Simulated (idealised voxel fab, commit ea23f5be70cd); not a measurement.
Proc. module: voxel wiring stack
For reference, the cross-section in this document is cut, with width 280 nm and square cells of 5 nm.
Throughout this document, each cross-section is represented as a grid of square cells and is presented as a sequence of bands enumerated from the top downward, where a band comprises one or more rows of cells. Each band's line starts with the height of the band's top and of its bottom, in nm. Then come its materials from left to right, each with its width in nm. One material with "throughout" fills the band from edge to edge. "empty" is empty space. The reference from which all heights are counted is 0, the level beneath which the as-received wafer is entirely one material; the lowest band, having no lower bound, proceeds downward and is written after the example "from 0 down". Width "30 to 40": first value at the band's top row of cells, second value at its bottom row, equal change from row to row. Take "nothing changed" at face value: in the step it is given for, the cross-section changed in none of its cells. So "Completely enclosed voids" is basically the list of trapped voids: any empty space of 8 cells or more that can't reach the top through an opening. They're written width x height at distance, the distance being from the left edge, and it's all nm. The remark found on a step's line after its settings is issued by the simulator itself and pertains to that step. On any step carrying a mask, the "overlay nm" setting, if present on the step's line, tells how far right of its planned place the mask lay; negative values point to the left. Read the rest as pairs. Take the cross-section before one process step, then the cross-section after it, which shows only down to the lowest band that changed. Under the pair, find the step between them and its settings. Bear in mind that pairs may come from different runs of this module on the same starting wafer: link a pair to the pair above it only where its entry headed "Status quo ante" says to.

## Status quo ante
    from 80 to 60 = lowk 90, empty 20, lowk 20, empty 20, lowk 20, empty 20, lowk 90
    from 60 to 55 = SiN throughout
    from 55 to 40 = SiO2 90, TiN 5, W 5, TiN 5, SiO2 65, TiN 5, W 5, TiN 5, SiO2 95
    from 40 to 35 = SiCN 90, TiN 15, SiCN 65, TiN 15, SiCN 95
    from 35 to 15 = SiO2 90, TiN 5, Ru 10, TiN 5, SiO2 20, TiN 5, Ru 10, TiN 5, SiO2 20, TiN 5, Ru 10, TiN 5, SiO2 90
    from 15 to 10 = SiN 90, TiN 20, SiN 20, TiN 20, SiN 20, TiN 20, SiN 90
    from 10 to 0 = SiO2 throughout
    from 0 down = Si throughout
    Completely enclosed voids: none

## Sectional Result
    from 80 to 60 = lowk 90, empty 20, lowk 20, empty 20, lowk 20, empty 20, lowk 90
    from 60 to 55 = SiN 90, empty 10, SiN 30, empty 10, SiN 30, empty 10, SiN 100
    Rest of section, below 55: as before.
    Completely enclosed voids: none
Applied between the two views above: MASKED_ETCH: tone open, mask id METAL_2, width nm 20, pitch nm 40, etch materials SiN, depth nm 5, overlay nm -10

Status quo ante: For the state before this step, see the after cross-section of the pair located directly above.

## Sectional Result
    from 85 to 80 = TiN 95, empty 10, TiN 30, empty 10, TiN 30, empty 10, TiN 95
    from 80 to 65 = lowk 90, TiN 5, empty 10, TiN 5, lowk 20, TiN 5, empty 10, TiN 5, lowk 20, TiN 5, empty 10, TiN 5, lowk 90
    from 65 to 60 = lowk 90, TiN 20, lowk 20, TiN 20, lowk 20, TiN 20, lowk 90
    from 60 to 55 = SiN 90, TiN 10, SiN 30, TiN 10, SiN 30, TiN 10, SiN 100
    Rest of section, below 55: as before.
    Completely enclosed voids: none
Applied between the two views above: CONFORMAL_DEP: material TiN, thk nm 5

Status quo ante: For the state before this step, see the after cross-section of the pair located directly above.

## Sectional Result
    from 90 to 85 = Cu throughout
    from 85 to 80 = TiN 95, Cu 10, TiN 30, Cu 10, TiN 30, Cu 10, TiN 95
    from 80 to 65 = lowk 90, TiN 5, Cu 10, TiN 5, lowk 20, TiN 5, Cu 10, TiN 5, lowk 20, TiN 5, Cu 10, TiN 5, lowk 90
    Rest of section, below 65: as before.
    Completely enclosed voids: none
Applied between the two views above: FILL_DEP: material Cu, thk nm 5

Status quo ante: For the state before this step, see the after cross-section of the pair located directly above.

## Sectional Result
    from 80 to 65 = lowk 90, TiN 5, Cu 10, TiN 5, lowk 20, TiN 5, Cu 10, TiN 5, lowk 20, TiN 5, Cu 10, TiN 5, lowk 90
    Rest of section, below 65: as before.
    Completely enclosed voids: none
Applied between the two views above: CMP: height nm 80

Status quo ante: For the state before this step, see the after cross-section of the pair located directly above.

## Sectional Result
    from 85 to 80 = SiCN throughout
    Rest of section, below 80: as before.
    Completely enclosed voids: none
Applied between the two views above: CONFORMAL_DEP: material SiCN, thk nm 5

Status quo ante: For the state before this step, see the after cross-section of the pair located directly above.

## Sectional Result
    from 120 to 85 = lowk throughout
    Rest of section, below 85: as before.
    Completely enclosed voids: none
Applied between the two views above: DIRECTIONAL_DEP: material lowk, thk nm 35

Status quo ante: For the state before this step, see the after cross-section of the pair located directly above.

## Sectional Result
    from 120 to 100 = lowk 90, empty 20, lowk 20, empty 20, lowk 20, empty 20, lowk 90
    Rest of section, below 100: as before.
    Completely enclosed voids: none
Applied between the two views above: MASKED_ETCH: tone open, mask id METAL_3, width nm 20, pitch nm 40, etch materials lowk, depth nm 20, overlay nm 0

Status quo ante: For the state before this step, see the after cross-section of the pair located directly above.

## Sectional Result
    from 130 to 120 = aC 90, empty 20, aC 20, empty 20, aC 20, empty 20, aC 90
    from 120 to 110 = lowk 90, empty 20, lowk 20, empty 20, lowk 20, empty 20, lowk 90
    from 110 to 100 = lowk 90, aC 20, lowk 20, aC 20, lowk 20, aC 20, lowk 90
    Rest of section, below 100: as before.
    Completely enclosed voids: none
Applied between the two views above: DIRECTIONAL_DEP: material aC, thk nm 10

Status quo ante: For the state before this step, see the after cross-section of the pair located directly above.

## Sectional Result
    from 155 to 130 = resist 90, empty 15, resist 65, empty 15, resist 95
    from 130 to 120 = aC 90, empty 15, resist 5, aC 20, resist 20, aC 20, empty 15, resist 5, aC 90
    from 120 to 110 = lowk 90, empty 15, resist 5, lowk 20, resist 20, lowk 20, empty 15, resist 5, lowk 90
    Rest of section, below 110: as before.
    Completely enclosed voids: none
Applied between the two views above: PATTERN: tone open, mask id METAL_3_HOLES, material resist, width nm 15, pitch nm 80, thk nm 25, overlay nm 0

Status quo ante: For the state before this step, see the after cross-section of the pair located directly above.

## Sectional Result
    from 145 to 130 = resist 90, empty 15, resist 65, empty 15, resist 95
    from 130 to 120 = aC 90, empty 15, resist 5, aC 20, resist 20, aC 20, empty 15, resist 5, aC 90
    from 120 to 110 = lowk 90, empty 15, resist 5, lowk 20, resist 20, lowk 20, empty 15, resist 5, lowk 90
    from 110 to 100 = lowk 90, empty 15, aC 5, lowk 20, aC 20, lowk 20, empty 15, aC 5, lowk 90
    Rest of section, below 100: as before.
    Completely enclosed voids: none
Applied between the two views above: DIRECTIONAL_ETCH: etch materials aC, depth nm 10

Status quo ante: For the state before this step, see the after cross-section of the pair located directly above.

## Sectional Result
    from 130 to 120 = aC 90, empty 20, aC 20, empty 20, aC 20, empty 20, aC 90
    from 120 to 110 = lowk 90, empty 20, lowk 20, empty 20, lowk 20, empty 20, lowk 90
    Rest of section, below 110: as before.
    Completely enclosed voids: none
Applied between the two views above: STRIP: etch materials resist

Status quo ante: For the state before this step, see the after cross-section of the pair located directly above.

## Sectional Result
    from 130 to 120 = aC 90, empty 20, aC 20, empty 20, aC 20, empty 20, aC 90
    from 120 to 110 = lowk 90, empty 20, lowk 20, empty 20, lowk 20, empty 20, lowk 90
    from 110 to 100 = lowk 90, empty 15, aC 5, lowk 20, aC 20, lowk 20, empty 15, aC 5, lowk 90
    from 100 to 85 = lowk 90, empty 15, lowk 65, empty 15, lowk 95
    Rest of section, below 85: as before.
    Completely enclosed voids: none
Applied between the two views above: DIRECTIONAL_ETCH: etch materials lowk, depth nm 15

Status quo ante: For the state before this step, see the after cross-section of the pair located directly above.

## Sectional Result
    from 130 to 120 = aC 90, empty 20, aC 20, empty 20, aC 20, empty 20, aC 90
    from 120 to 110 = lowk 90, empty 20, lowk 20, empty 20, lowk 20, empty 20, lowk 90
    from 110 to 100 = lowk 90, empty 15, aC 5, lowk 20, aC 20, lowk 20, empty 15, aC 5, lowk 90
    from 100 to 85 = lowk 90, empty 15, lowk 65, empty 15, lowk 95
    from 85 to 80 = SiCN 90, empty 15, SiCN 65, empty 15, SiCN 95
    Rest of section, below 80: as before.
    Completely enclosed voids: none
Applied between the two views above: DIRECTIONAL_ETCH: etch materials SiCN, depth nm 5

Status quo ante: For the state before this step, see the after cross-section of the pair located directly above.

## Sectional Result
    from 120 to 100 = lowk 90, empty 20, lowk 20, empty 20, lowk 20, empty 20, lowk 90
    Rest of section, below 100: as before.
    Completely enclosed voids: none
Applied between the two views above: STRIP: etch materials aC

Status quo ante: For the state before this step, see the after cross-section of the pair located directly above.

## Sectional Result
    from 125 to 120 = TiN 95, empty 10, TiN 30, empty 10, TiN 30, empty 10, TiN 95
    from 120 to 105 = lowk 90, TiN 5, empty 10, TiN 5, lowk 20, TiN 5, empty 10, TiN 5, lowk 20, TiN 5, empty 10, TiN 5, lowk 90
    from 105 to 100 = lowk 90, TiN 5, empty 5, TiN 10, lowk 20, TiN 20, lowk 20, TiN 5, empty 5, TiN 10, lowk 90
    from 100 to 85 = lowk 90, TiN 5, empty 5, TiN 5, lowk 65, TiN 5, empty 5, TiN 5, lowk 95
    from 85 to 80 = SiCN 90, TiN 15, SiCN 65, TiN 15, SiCN 95
    Rest of section, below 80: as before.
    Completely enclosed voids: none
Applied between the two views above: CONFORMAL_DEP: material TiN, thk nm 5

Status quo ante: For the state before this step, see the after cross-section of the pair located directly above.

## Sectional Result
    from 135 to 125 = Cu throughout
    from 125 to 120 = TiN 95, Cu 10, TiN 30, Cu 10, TiN 30, Cu 10, TiN 95
    from 120 to 105 = lowk 90, TiN 5, Cu 10, TiN 5, lowk 20, TiN 5, Cu 10, TiN 5, lowk 20, TiN 5, Cu 10, TiN 5, lowk 90
    from 105 to 100 = lowk 90, TiN 5, Cu 5, TiN 10, lowk 20, TiN 20, lowk 20, TiN 5, Cu 5, TiN 10, lowk 90
    from 100 to 85 = lowk 90, TiN 5, Cu 5, TiN 5, lowk 65, TiN 5, Cu 5, TiN 5, lowk 95
    Rest of section, below 85: as before.
    Completely enclosed voids: none
Applied between the two views above: FILL_DEP: material Cu, thk nm 10

Status quo ante: For the state before this step, see the after cross-section of the pair located directly above.

## Sectional Result
    from 120 to 105 = lowk 90, TiN 5, Cu 10, TiN 5, lowk 20, TiN 5, Cu 10, TiN 5, lowk 20, TiN 5, Cu 10, TiN 5, lowk 90
    Rest of section, below 105: as before.
    Completely enclosed voids: none
Applied between the two views above: CMP: height nm 120

Status quo ante: For the state before this step, see the after cross-section of the pair located directly above.

## Sectional Result
    from 125 to 120 = SiN throughout
    Rest of section, below 120: as before.
    Completely enclosed voids: none
Applied between the two views above: CONFORMAL_DEP: material SiN, thk nm 5

## Status quo ante
    from 85 to 80 = SiCN throughout
    from 80 to 60 = lowk 90, TiN 5, Cu 10, TiN 5, lowk 20, TiN 5, Cu 10, TiN 5, lowk 20, TiN 5, Cu 10, TiN 5, lowk 90
    from 60 to 55 = SiN 90, TiN 20, SiN 20, TiN 20, SiN 20, TiN 20, SiN 90
    from 55 to 40 = SiO2 90, TiN 5, W 5, TiN 5, SiO2 65, TiN 5, W 5, TiN 5, SiO2 95
    from 40 to 35 = SiCN 90, TiN 15, SiCN 65, TiN 15, SiCN 95
    from 35 to 15 = SiO2 90, TiN 5, Ru 10, TiN 5, SiO2 20, TiN 5, Ru 10, TiN 5, SiO2 20, TiN 5, Ru 10, TiN 5, SiO2 90
    from 15 to 10 = SiN 90, TiN 20, SiN 20, TiN 20, SiN 20, TiN 20, SiN 90
    from 10 to 0 = SiO2 throughout
    from 0 down = Si throughout
    Completely enclosed voids: none

## Sectional Result
    from 120 to 85 = SiO2 throughout
    Rest of section, below 85: as before.
    Completely enclosed voids: none
Applied between the two views above: DIRECTIONAL_DEP: material SiO2, thk nm 35

Status quo ante: For the state before this step, see the after cross-section of the pair located directly above.

## Sectional Result
    from 130 to 120 = aC throughout
    Rest of section, below 120: as before.
    Completely enclosed voids: none
Applied between the two views above: DIRECTIONAL_DEP: material aC, thk nm 10

Status quo ante: For the state before this step, see the after cross-section of the pair located directly above.

## Sectional Result
    from 155 to 130 = resist 90, empty 15, resist 65, empty 15, resist 95
    Rest of section, below 130: as before.
    Completely enclosed voids: none
Applied between the two views above: PATTERN: tone open, mask id METAL_3_HOLES, material resist, width nm 15, pitch nm 80, thk nm 25, overlay nm 0

Status quo ante: For the state before this step, see the after cross-section of the pair located directly above.

## Sectional Result
    from 145 to 130 = resist 90, empty 15, resist 65, empty 15, resist 95
    from 130 to 120 = aC 90, empty 15, aC 65, empty 15, aC 95
    Rest of section, below 120: as before.
    Completely enclosed voids: none
Applied between the two views above: DIRECTIONAL_ETCH: etch materials aC, depth nm 10

Status quo ante: For the state before this step, see the after cross-section of the pair located directly above.

## Sectional Result
    from 130 to 120 = aC 90, empty 15, aC 65, empty 15, aC 95
    Rest of section, below 120: as before.
    Completely enclosed voids: none
Applied between the two views above: STRIP: etch materials resist

Status quo ante: For the state before this step, see the after cross-section of the pair located directly above.

## Sectional Result
    from 120 to 85 = SiO2 throughout
    Rest of section, below 85: as before.
    Completely enclosed voids: none
Applied between the two views above: STRIP: etch materials aC

Status quo ante: For the state before this step, see the after cross-section of the pair located directly above.

## Sectional Result
    from 125 to 120 = TiN throughout
    Rest of section, below 120: as before.
    Completely enclosed voids: none
Applied between the two views above: CONFORMAL_DEP: material TiN, thk nm 5

Status quo ante: For the state before this step, see the after cross-section of the pair located directly above.

## Sectional Result
    from 135 to 125 = Cu throughout
    Rest of section, below 125: as before.
    Completely enclosed voids: none
Applied between the two views above: FILL_DEP: material Cu, thk nm 10

Status quo ante: For the state before this step, see the after cross-section of the pair located directly above.

## Sectional Result
    from 120 to 85 = SiO2 throughout
    Rest of section, below 85: as before.
    Completely enclosed voids: none
Applied between the two views above: CMP: height nm 120

Status quo ante: For the state before this step, see the after cross-section of the pair located directly above.

## Sectional Result
    from 125 to 120 = SiN throughout
    Rest of section, below 120: as before.
    Completely enclosed voids: none
Applied between the two views above: CONFORMAL_DEP: material SiN, thk nm 5

## Status quo ante
    from 130 to 120 = aC 90, empty 20, aC 20, empty 20, aC 20, empty 20, aC 90
    from 120 to 110 = lowk 90, empty 20, lowk 20, empty 20, lowk 20, empty 20, lowk 90
    from 110 to 100 = lowk 90, aC 20, lowk 20, aC 20, lowk 20, aC 20, lowk 90
    from 100 to 85 = lowk throughout
    from 85 to 80 = SiCN throughout
    from 80 to 60 = lowk 90, TiN 5, Cu 10, TiN 5, lowk 20, TiN 5, Cu 10, TiN 5, lowk 20, TiN 5, Cu 10, TiN 5, lowk 90
    from 60 to 55 = SiN 90, TiN 20, SiN 20, TiN 20, SiN 20, TiN 20, SiN 90
    from 55 to 40 = SiO2 90, TiN 5, W 5, TiN 5, SiO2 65, TiN 5, W 5, TiN 5, SiO2 95
    from 40 to 35 = SiCN 90, TiN 15, SiCN 65, TiN 15, SiCN 95
    from 35 to 15 = SiO2 90, TiN 5, Ru 10, TiN 5, SiO2 20, TiN 5, Ru 10, TiN 5, SiO2 20, TiN 5, Ru 10, TiN 5, SiO2 90
    from 15 to 10 = SiN 90, TiN 20, SiN 20, TiN 20, SiN 20, TiN 20, SiN 90
    from 10 to 0 = SiO2 throughout
    from 0 down = Si throughout
    Completely enclosed voids: none

## Sectional Result
    from 155 to 130 = empty 90, resist 15, empty 65, resist 15, empty 95
    from 130 to 120 = aC 90, resist 15, empty 5, aC 20, empty 20, aC 20, resist 15, empty 5, aC 90
    from 120 to 110 = lowk 90, resist 15, empty 5, lowk 20, empty 20, lowk 20, resist 15, empty 5, lowk 90
    Rest of section, below 110: as before.
    Completely enclosed voids: none
Applied between the two views above: PATTERN: tone cover, mask id METAL_3_HOLES, material resist, width nm 15, pitch nm 80, thk nm 25, overlay nm 0

Status quo ante: For the state before this step, see the after cross-section of the pair located directly above.

## Sectional Result
    from 145 to 120 = empty 90, resist 15, empty 65, resist 15, empty 95
    from 120 to 110 = lowk 90, resist 15, empty 5, lowk 20, empty 20, lowk 20, resist 15, empty 5, lowk 90
    from 110 to 100 = lowk 90, aC 15, empty 5, lowk 20, empty 20, lowk 20, aC 15, empty 5, lowk 90
    Rest of section, below 100: as before.
    Completely enclosed voids: none
Applied between the two views above: DIRECTIONAL_ETCH: etch materials aC, depth nm 10

Status quo ante: For the state before this step, see the after cross-section of the pair located directly above.

## Sectional Result
    from 120 to 110 = lowk 90, empty 20, lowk 20, empty 20, lowk 20, empty 20, lowk 90
    Rest of section, below 110: as before.
    Completely enclosed voids: none
Applied between the two views above: STRIP: etch materials resist

Status quo ante: For the state before this step, see the after cross-section of the pair located directly above.

## Sectional Result
    from 110 to 105 = empty 90, aC 15, empty 65, aC 15, empty 95
    from 105 to 100 = lowk 90, aC 15, empty 5, lowk 20, empty 20, lowk 20, aC 15, empty 5, lowk 90
    from 100 to 85 = lowk 105, empty 5, lowk 20, empty 20, lowk 35, empty 5, lowk 90
    Rest of section, below 85: as before.
    Completely enclosed voids: none
Applied between the two views above: DIRECTIONAL_ETCH: etch materials lowk, depth nm 15

Status quo ante: For the state before this step, see the after cross-section of the pair located directly above.

## Sectional Result
    from 110 to 105 = empty 90, aC 15, empty 65, aC 15, empty 95
    from 105 to 100 = lowk 90, aC 15, empty 5, lowk 20, empty 20, lowk 20, aC 15, empty 5, lowk 90
    from 100 to 85 = lowk 105, empty 5, lowk 20, empty 20, lowk 35, empty 5, lowk 90
    from 85 to 80 = SiCN 105, empty 5, SiCN 20, empty 20, SiCN 35, empty 5, SiCN 90
    Rest of section, below 80: as before.
    Completely enclosed voids: none
Applied between the two views above: DIRECTIONAL_ETCH: etch materials SiCN, depth nm 5

Status quo ante: For the state before this step, see the after cross-section of the pair located directly above.

## Sectional Result
    from 105 to 100 = lowk 90, empty 20, lowk 20, empty 20, lowk 20, empty 20, lowk 90
    Rest of section, below 100: as before.
    Completely enclosed voids: none
Applied between the two views above: STRIP: etch materials aC

Status quo ante: For the state before this step, see the after cross-section of the pair located directly above.

## Sectional Result
    from 110 to 105 = TiN 95, empty 10, TiN 30, empty 10, TiN 30, empty 10, TiN 95
    from 105 to 100 = lowk 90, TiN 20, lowk 20, TiN 5, empty 10, TiN 5, lowk 20, TiN 20, lowk 90
    from 100 to 85 = lowk 105, TiN 5, lowk 20, TiN 5, empty 10, TiN 5, lowk 35, TiN 5, lowk 90
    from 85 to 80 = SiCN 105, TiN 5, SiCN 20, TiN 20, SiCN 35, TiN 5, SiCN 90
    Rest of section, below 80: as before.
    Completely enclosed voids: none
Applied between the two views above: CONFORMAL_DEP: material TiN, thk nm 5

Status quo ante: For the state before this step, see the after cross-section of the pair located directly above.

## Sectional Result
    from 120 to 110 = Cu throughout
    from 110 to 105 = TiN 95, Cu 10, TiN 30, Cu 10, TiN 30, Cu 10, TiN 95
    from 105 to 100 = lowk 90, TiN 20, lowk 20, TiN 5, Cu 10, TiN 5, lowk 20, TiN 20, lowk 90
    from 100 to 85 = lowk 105, TiN 5, lowk 20, TiN 5, Cu 10, TiN 5, lowk 35, TiN 5, lowk 90
    Rest of section, below 85: as before.
    Completely enclosed voids: none
Applied between the two views above: FILL_DEP: material Cu, thk nm 10

Status quo ante: For the state before this step, see the after cross-section of the pair located directly above.

## Sectional Result
    from 125 to 120 = SiN throughout
    Rest of section, below 120: as before.
    Completely enclosed voids: none
Applied between the two views above: CONFORMAL_DEP: material SiN, thk nm 5
